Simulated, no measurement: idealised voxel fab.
process module | voxel capacitor over wiring
cross-section cut | 230 nm wide | cells 5 nm
A cross-section is a grid of square cells, given in bands from the top down. A band is one or more rows of cells.
Each band's line starts with the height of the band's top and of its bottom, in nm. Then come its materials from left to right, each with its width in nm. One material with "throughout" fills the band from edge to edge. "air" is empty space.
Height 0 is the level under which the wafer as received is all one material. The lowest band goes on downwards, as in "0 down".
A width such as "30 to 40" changes by the same amount from each row of cells to the next, from the band's top row to its bottom row.
"no change" after a step means that no cell of the cross-section changed.
closed voids: empty space of 8 cells or more with no open way to the top, each as width x height at its distance from the left edge, in nm
after a step's settings: what the simulator itself notes on the step
overlay nm, on a step with a mask: how far to the right of its planned place the mask lay; to the left if negative
plan
1 op RECEIVE | material Si
2 op CONFORMAL_DEP | material SiO2 | thk nm 10
3 op CONFORMAL_DEP | material SiCN | thk nm 5
4 op DIRECTIONAL_DEP | material SiO2 | thk nm 20
5 op DIRECTIONAL_DEP | material aC | thk nm 10
6 op PATTERN | tone open | mask id METAL_1 | material resist | width nm 25 | pitch nm 95 | thk nm 25 | overlay nm 0
7 op DIRECTIONAL_ETCH | etch materials aC | depth nm 10
8 op STRIP | etch materials resist
9 op DIRECTIONAL_ETCH | etch materials SiO2 | depth nm 20
10 op DIRECTIONAL_ETCH | etch materials SiCN | depth nm 5
11 op STRIP | etch materials aC
12 op CONFORMAL_DEP | material TiN | thk nm 5
13 op FILL_DEP | material Cu | thk nm 10
14 op CMP | height nm 35
15 op CONFORMAL_DEP | material SiCN | thk nm 5
16 op DIRECTIONAL_DEP | material SiO2 | thk nm 10
17 op PATTERN | tone open | mask id PLUG_1 | material resist | width nm 15 | thk nm 15 | overlay nm 0
18 op DIRECTIONAL_ETCH | etch materials SiO2 | depth nm 10
19 op DIRECTIONAL_ETCH | etch materials SiCN | depth nm 5
20 op STRIP | etch materials resist
21 op CONFORMAL_DEP | material TiN | thk nm 5
22 op FILL_DEP | material Cu | thk nm 10
23 op CMP | height nm 50
24 op DIRECTIONAL_DEP | material TiN | thk nm 5
25 op DIRECTIONAL_DEP | material SiN | thk nm 5
26 op DIRECTIONAL_DEP | material TiN | thk nm 5
27 op MASKED_ETCH | tone cover | mask id UPPER_PLATE | width nm 75 | etch materials TiN | depth nm 5 | overlay nm 0
28 op MASKED_ETCH | tone cover | mask id UPPER_PLATE | width nm 75 | etch materials SiN | depth nm 5 | overlay nm 0
29 op DIRECTIONAL_DEP | material aC | thk nm 10
30 op PATTERN | tone cover | mask id LOWER_PLATE | material resist | width nm 85 | thk nm 25 | overlay nm 0
31 op DIRECTIONAL_ETCH | etch materials aC | depth nm 10
32 op STRIP | etch materials resist
33 op DIRECTIONAL_ETCH | etch materials TiN | depth nm 5
34 op STRIP | etch materials aC
35 op FILL_DEP | material SiO2 | thk nm 15
36 op CMP | height nm 75
37 op DIRECTIONAL_DEP | material aC | thk nm 15
38 op PATTERN | tone open | mask id PLUG_2 | material resist | width nm 15 | thk nm 30 | overlay nm 0
39 op DIRECTIONAL_ETCH | etch materials aC | depth nm 15
40 op STRIP | etch materials resist
41 op DIRECTIONAL_ETCH | etch materials SiO2 | depth nm 10
42 op STRIP | etch materials aC
43 op CONFORMAL_DEP | material TiN | thk nm 5
44 op FILL_DEP | material W | thk nm 10
45 op CMP | height nm 75
46 op CONFORMAL_DEP | material SiN | thk nm 5
as received, after step 1
  0 down: Si throughout
  closed voids: none
first wafer at the end, as planned
  80 to 75: SiN throughout
  75 to 70: SiO2 75 | TiN 5 | W 5 | TiN 5 | SiO2 140
  70 to 60: SiO2 75 to 65 | TiN 15 to 75 | SiO2 140 to 90
  60 to 55: SiO2 65 | SiN 75 | SiO2 90
  55 to 50: SiO2 60 | TiN 85 | SiO2 85
  50 to 40: SiO2 65 | TiN 5 | Cu 5 | TiN 5 | SiO2 150
  40 to 35: SiCN 65 | TiN 15 | SiCN 150
  35 to 15: SiO2 55 | TiN 5 | Cu 15 | TiN 5 | SiO2 70 | TiN 5 | Cu 15 | TiN 5 | SiO2 55
  15 to 10: SiCN 55 | TiN 25 | SiCN 70 | TiN 25 | SiCN 55
  10 to 0: SiO2 throughout
  0 down: Si throughout
  closed voids: none
second wafer at the end: like start, like plan, one mistake
  80 to 75: SiN throughout
  75 to 70: SiO2 75 | TiN 5 | W 5 | TiN 5 | SiO2 140
  70 to 60: SiO2 75 to 65 | TiN 15 to 75 | SiO2 140 to 90
  60 to 55: SiO2 65 | SiN 75 | SiO2 90
  55 to 50: SiO2 60 | TiN 90 | SiO2 80
  50 to 40: SiO2 65 | TiN 5 | Cu 5 | TiN 5 | SiO2 150
  40 to 35: SiCN 65 | TiN 15 | SiCN 150
  35 to 15: SiO2 55 | TiN 5 | Cu 15 | TiN 5 | SiO2 70 | TiN 5 | Cu 15 | TiN 5 | SiO2 55
  15 to 10: SiCN 55 | TiN 25 | SiCN 70 | TiN 25 | SiCN 55
  10 to 0: SiO2 throughout
  0 down: Si throughout
  closed voids: none
what went wrong: step 30 ran as: op PATTERN | tone cover | mask id LOWER_PLATE | material resist | width nm 90 | thk nm 25 | overlay nm 0
at the end the second wafer has, in cells: 1 fewer of SiO2 | 1 more of TiN
